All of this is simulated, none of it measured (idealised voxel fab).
voxel transistor to metal: a process module
The cross-section on display is named cut; it measures 250 nm wide, and its cells are 5 nm squares.
A cross-section is a grid of square cells, given in bands from the top down. A band is one or more rows of cells. First you get the band's top height and its bottom height, in nm, and then the materials it's made of, left to right, with each width in nm. If you see a single material with "everywhere", that one covers the band edge to edge. "empty" is empty space. Below 0: as-received wafer, all one material; heights counted from there. Lowest band: no bottom, goes on down, written "0 down". The notation "30..40" denotes a width that varies across the rows of cells in the band, beginning at the first number in the top row, finishing at the second number in the bottom row, and changing by an identical amount from each row to the next. Step note "no modification" = no cross-section cell changed. Empty spaces without an open route to the top, at least 8 cells in extent, make up the entry "Enclosed empty spaces"; each is given as width x height at distance, where the distance is measured from the left edge, and all are in nm. Post-settings text on a step line: simulator's own remark regarding the step. Steps that use a mask can have "overlay nm" on their line. It says how far the mask sat to the right of where it was meant to be. Negative means to the left.

plan
| 1 | RECEIVE (material Si) |
| 2 | CONFORMAL_DEP (material SiO2; thk nm 5) |
| 3 | CONFORMAL_DEP (material SiN; thk nm 15) |
| 4 | MASKED_ETCH (tone cover; mask id ACTIVE; width nm 85; pitch nm 115; etch materials SiN; depth nm 5; overlay nm 0) |
| 5 | MASKED_ETCH (tone cover; mask id ACTIVE; width nm 85; pitch nm 115; etch materials SiO2; depth nm 5; overlay nm 0) |
| 6 | MASKED_ETCH (tone cover; mask id ACTIVE; width nm 85; pitch nm 115; etch materials Si; depth nm 20; overlay nm 0) |
| 7 | OXIDIZE (depth nm 5) |
| 8 | FILL_DEP (material SiO2; thk nm 5) |
| 9 | CMP (height nm 20) |
| 10 | SELECTIVE_ETCH (etch materials SiO2; depth nm 15) |
| 11 | STRIP (etch materials SiN) |
| 12 | SELECTIVE_ETCH (etch materials SiO2; depth nm 5) |
| 13 | OXIDIZE (depth nm 5) |
| 14 | DIRECTIONAL_DEP (material polySi; thk nm 30) |
| 15 | DIRECTIONAL_DEP (material SiCN; thk nm 15) |
| 16 | PATTERN (tone cover; mask id GATE; material resist; width nm 15; pitch nm 115; thk nm 20; overlay nm 0) |
| 17 | DIRECTIONAL_ETCH (etch materials SiCN; depth nm 25) |
| 18 | DIRECTIONAL_ETCH (etch materials polySi; depth nm 40) |
| 19 | STRIP (etch materials resist) |
| 20 | CONFORMAL_DEP (material SiN; thk nm 5) |
| 21 | DIRECTIONAL_ETCH (etch materials SiN; depth nm 5) |
| 22 | DIRECTIONAL_ETCH (etch materials SiO2; depth nm 5) |
| 23 | DIRECTIONAL_ETCH (etch materials Si; depth nm 10) |
| 24 | EPI (material nSi; thk nm 10) |
| 25 | FILL_DEP (material SiO2; thk nm 10) |
| 26 | CMP (height nm 45) |
| 27 | DIRECTIONAL_DEP (material SiO2; thk nm 15) |
| 28 | PATTERN (tone open; mask id CONTACT; material resist; width nm 15; thk nm 15; overlay nm 0) |
| 29 | DIRECTIONAL_ETCH (etch materials SiO2; depth nm 65) |
| 30 | STRIP (etch materials resist) |
| 31 | CONFORMAL_DEP (material TiN; thk nm 5) |
| 32 | FILL_DEP (material W; thk nm 5) |
| 33 | CMP (height nm 60) |
| 34 | DIRECTIONAL_DEP (material TiN; thk nm 5) |
| 35 | DIRECTIONAL_DEP (material W; thk nm 15) |
| 36 | DIRECTIONAL_DEP (material aC; thk nm 10) |
| 37 | PATTERN (tone cover; mask id METAL_1; material resist; width nm 15; thk nm 25; overlay nm 0) |
| 38 | DIRECTIONAL_ETCH (etch materials aC; depth nm 10) |
| 39 | STRIP (etch materials resist) |
| 40 | DIRECTIONAL_ETCH (etch materials W; depth nm 15) |
| 41 | DIRECTIONAL_ETCH (etch materials TiN; depth nm 5) |
| 42 | STRIP (etch materials aC) |
| 43 | CONFORMAL_DEP (material SiCN; thk nm 5) |
| 44 | FILL_DEP (material lowk; thk nm 10) |
| 45 | CMP (height nm 80) |
| 46 | CONFORMAL_DEP (material SiCN; thk nm 5) |
The plan's step 4 depth nm is the first wafer's value; the wafers differ in this setting and start identical.

Here's the first of the wafers in cross-section, just as we got it, i.e. after step 1
0 down | Si everywhere
Enclosed empty spaces: none

Wafer cross-section (first of several) - module end, post step 46 (last step)
85 to 80 | SiCN everywhere
80 to 65 | 25 lowk, then 5 SiCN, then 15 W, then 5 SiCN, then 35 lowk, then 5 SiCN, then 15 W, then 5 SiCN, then 30 lowk, then 5 SiCN, then 15 W, then 5 SiCN, then 35 lowk, then 5 SiCN, then 15 W, then 5 SiCN, then 25 lowk
65 to 60 | 30 SiCN, then 15 TiN, then 45 SiCN, then 15 TiN, then 40 SiCN, then 15 TiN, then 45 SiCN, then 15 TiN, then 30 SiCN
60 to 45 | 30 SiO2, then 5 TiN, then 5 W, then 5 TiN, then 45 SiO2, then 5 TiN, then 5 W, then 5 TiN, then 40 SiO2, then 5 TiN, then 5 W, then 5 TiN, then 45 SiO2, then 5 TiN, then 5 W, then 5 TiN, then 30 SiO2
45 to 30 | 30 SiO2, then 5 TiN, then 5 W, then 5 TiN, then 10 SiO2, then 5 SiN, then 15 SiCN, then 5 SiN, then 10 SiO2, then 5 TiN, then 5 W, then 5 TiN, then 40 SiO2, then 5 TiN, then 5 W, then 5 TiN, then 10 SiO2, then 5 SiN, then 15 SiCN, then 5 SiN, then 10 SiO2, then 5 TiN, then 5 W, then 5 TiN, then 30 SiO2
30 to 5 | 30 SiO2, then 5 TiN, then 5 W, then 5 TiN, then 10 SiO2, then 5 SiN, then 15 polySi, then 5 SiN, then 10 SiO2, then 5 TiN, then 5 W, then 5 TiN, then 40 SiO2, then 5 TiN, then 5 W, then 5 TiN, then 10 SiO2, then 5 SiN, then 15 polySi, then 5 SiN, then 10 SiO2, then 5 TiN, then 5 W, then 5 TiN, then 30 SiO2
5 to 0 | 30 SiO2, then 5 TiN, then 5 W, then 5 TiN, then 10 nSi, then 5 SiN, then 15 polySi, then 5 SiN, then 10 nSi, then 5 TiN, then 5 W, then 5 TiN, then 40 SiO2, then 5 TiN, then 5 W, then 5 TiN, then 10 nSi, then 5 SiN, then 15 polySi, then 5 SiN, then 10 nSi, then 5 TiN, then 5 W, then 5 TiN, then 30 SiO2
0 to -5 | 30 SiO2, then 15 TiN, then 10 nSi, then 25 SiO2, then 10 nSi, then 15 TiN, then 40 SiO2, then 15 TiN, then 10 nSi, then 25 SiO2, then 10 nSi, then 15 TiN, then 30 SiO2
-5 to -15 | 55 nSi, then 25 Si, then 90 nSi, then 25 Si, then 55 nSi
-15 down | Si everywhere
Enclosed empty spaces: none

The final wafer, sectioned at module end
85 to 80 | SiCN everywhere
80 to 65 | 25 lowk, then 5 SiCN, then 15 W, then 5 SiCN, then 35 lowk, then 5 SiCN, then 15 W, then 5 SiCN, then 30 lowk, then 5 SiCN, then 15 W, then 5 SiCN, then 35 lowk, then 5 SiCN, then 15 W, then 5 SiCN, then 25 lowk
65 to 60 | 30 SiCN, then 15 TiN, then 45 SiCN, then 15 TiN, then 40 SiCN, then 15 TiN, then 45 SiCN, then 15 TiN, then 30 SiCN
60 to 45 | 30 SiO2, then 5 TiN, then 5 W, then 5 TiN, then 45 SiO2, then 5 TiN, then 5 W, then 5 TiN, then 40 SiO2, then 5 TiN, then 5 W, then 5 TiN, then 45 SiO2, then 5 TiN, then 5 W, then 5 TiN, then 30 SiO2
45 to 30 | 30 SiO2, then 5 TiN, then 5 W, then 5 TiN, then 10 SiO2, then 5 SiN, then 15 SiCN, then 5 SiN, then 10 SiO2, then 5 TiN, then 5 W, then 5 TiN, then 40 SiO2, then 5 TiN, then 5 W, then 5 TiN, then 10 SiO2, then 5 SiN, then 15 SiCN, then 5 SiN, then 10 SiO2, then 5 TiN, then 5 W, then 5 TiN, then 30 SiO2
30 to 5 | 30 SiO2, then 5 TiN, then 5 W, then 5 TiN, then 10 SiO2, then 5 SiN, then 15 polySi, then 5 SiN, then 10 SiO2, then 5 TiN, then 5 W, then 5 TiN, then 40 SiO2, then 5 TiN, then 5 W, then 5 TiN, then 10 SiO2, then 5 SiN, then 15 polySi, then 5 SiN, then 10 SiO2, then 5 TiN, then 5 W, then 5 TiN, then 30 SiO2
5 to 0 | 30 SiO2, then 5 TiN, then 5 W, then 5 TiN, then 10 nSi, then 5 SiN, then 15 polySi, then 5 SiN, then 10 nSi, then 5 TiN, then 5 W, then 5 TiN, then 40 SiO2, then 5 TiN, then 5 W, then 5 TiN, then 10 nSi, then 5 SiN, then 15 polySi, then 5 SiN, then 10 nSi, then 5 TiN, then 5 W, then 5 TiN, then 30 SiO2
0 to -5 | 30 SiO2, then 15 TiN, then 10 nSi, then 25 SiO2, then 10 nSi, then 15 TiN, then 40 SiO2, then 15 TiN, then 10 nSi, then 25 SiO2, then 10 nSi, then 15 TiN, then 30 SiO2
-5 to -15 | 30 SiO2, then 25 nSi, then 25 Si, then 25 nSi, then 40 SiO2, then 25 nSi, then 25 Si, then 25 nSi, then 30 SiO2
-15 to -25 | 30 SiO2, then 75 Si, then 40 SiO2, then 75 Si, then 30 SiO2
-25 down | Si everywhere
Enclosed empty spaces: none

Heads up, this table goes wafer by wafer. A row tells you, at the end of the module, how many cells of each material that wafer has put on (+) or dropped (-) since it was received, and then its closed voids
depth nm 5 | -130 Si | +130 SiCN | +36 SiN | +388 SiO2 | +120 TiN | +84 W | +90 lowk | +96 nSi | +36 polySi | Enclosed empty spaces: none
depth nm 10 | -130 Si | +130 SiCN | +36 SiN | +388 SiO2 | +120 TiN | +84 W | +90 lowk | +96 nSi | +36 polySi | Enclosed empty spaces: none
depth nm 15 | -170 Si | +130 SiCN | +36 SiN | +468 SiO2 | +120 TiN | +84 W | +90 lowk | +56 nSi | +36 polySi | Enclosed empty spaces: none
depth nm 20 | -170 Si | +130 SiCN | +36 SiN | +468 SiO2 | +120 TiN | +84 W | +90 lowk | +56 nSi | +36 polySi | Enclosed empty spaces: none
depth nm 25 | -170 Si | +130 SiCN | +36 SiN | +468 SiO2 | +120 TiN | +84 W | +90 lowk | +56 nSi | +36 polySi | Enclosed empty spaces: none
depth nm 30 | -170 Si | +130 SiCN | +36 SiN | +468 SiO2 | +120 TiN | +84 W | +90 lowk | +56 nSi | +36 polySi | Enclosed empty spaces: none
